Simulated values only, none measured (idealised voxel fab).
Process module in this document: voxel tone inversion
In the cross-section labelled cut, the width is 180 nm and each square cell is 5 nm.
Cross-section, as written here: a square-cell grid given band by band from the top down, where a band holds one or more rows of cells. Quick guide to a band line: top height, bottom height (nm) up front; then every material left to right with its width in nm. Only one material and it's marked "everywhere"? Then it fills the band edge to edge. And "blank" just means empty space. It should be noted that heights are counted from 0, beneath which the wafer as supplied is of one material throughout, and that the lowest band possesses no lower boundary but continues downward, as written in "0 -> down". A width such as "30..40" changes by the same amount from each row of cells to the next, from the band's top row to its bottom row. "no change" means the step left every cell of the cross-section as it was. Closed empty spaces (no open way to the top) of 8 cells or more are what "Sealed void list" lists, each as width x height at distance from the left edge, nm for all three. Formally, on a step line, whatever follows the settings is a remark that the simulator itself makes on the step. The line of a step may include "overlay nm". On a step with a mask, this value is how far to the right of its planned place the mask lay. A negative value means the mask lay to the left.

Planned process steps:
1) RECEIVE with material Si
2) CONFORMAL_DEP with material SiCN, thk nm 10
3) DIRECTIONAL_DEP with material polySi, thk nm 25
4) PATTERN with tone cover, mask id POSTS, material resist, width nm 15, pitch nm 35, thk nm 30, overlay nm 0
5) DIRECTIONAL_ETCH with etch materials polySi, depth nm 25
6) STRIP with etch materials resist
7) FILL_DEP with material SiO2, thk nm 5
8) CMP with height nm 35
9) STRIP with etch materials polySi
10) CONFORMAL_DEP with material TiN, thk nm 5
11) FILL_DEP with material W, thk nm 10
12) CMP with height nm 35
13) CONFORMAL_DEP with material SiCN, thk nm 5
The plan shows the thk nm of step 10 as the first wafer had it; this setting differs between the wafers, which start out alike.

As received, i.e. after step 1: cross-section through the first of several wafers:
* 0 -> down: Si everywhere
* Sealed void list: none

The rows of the table below are wafers. Looking at the end of the module, a row counts, for every material, the cells the wafer has gained, shown as (+), or lost, shown as (-), since it was received; its closed voids come next:
thk nm 5 | +108 SiCN | +150 SiO2 | +22 TiN | +8 W | Sealed void list: none
thk nm 10 | +108 SiCN | +150 SiO2 | +30 TiN | Sealed void list: none
thk nm 15 | +108 SiCN | +150 SiO2 | +30 TiN | Sealed void list: none
thk nm 20 | +108 SiCN | +150 SiO2 | +30 TiN | Sealed void list: none
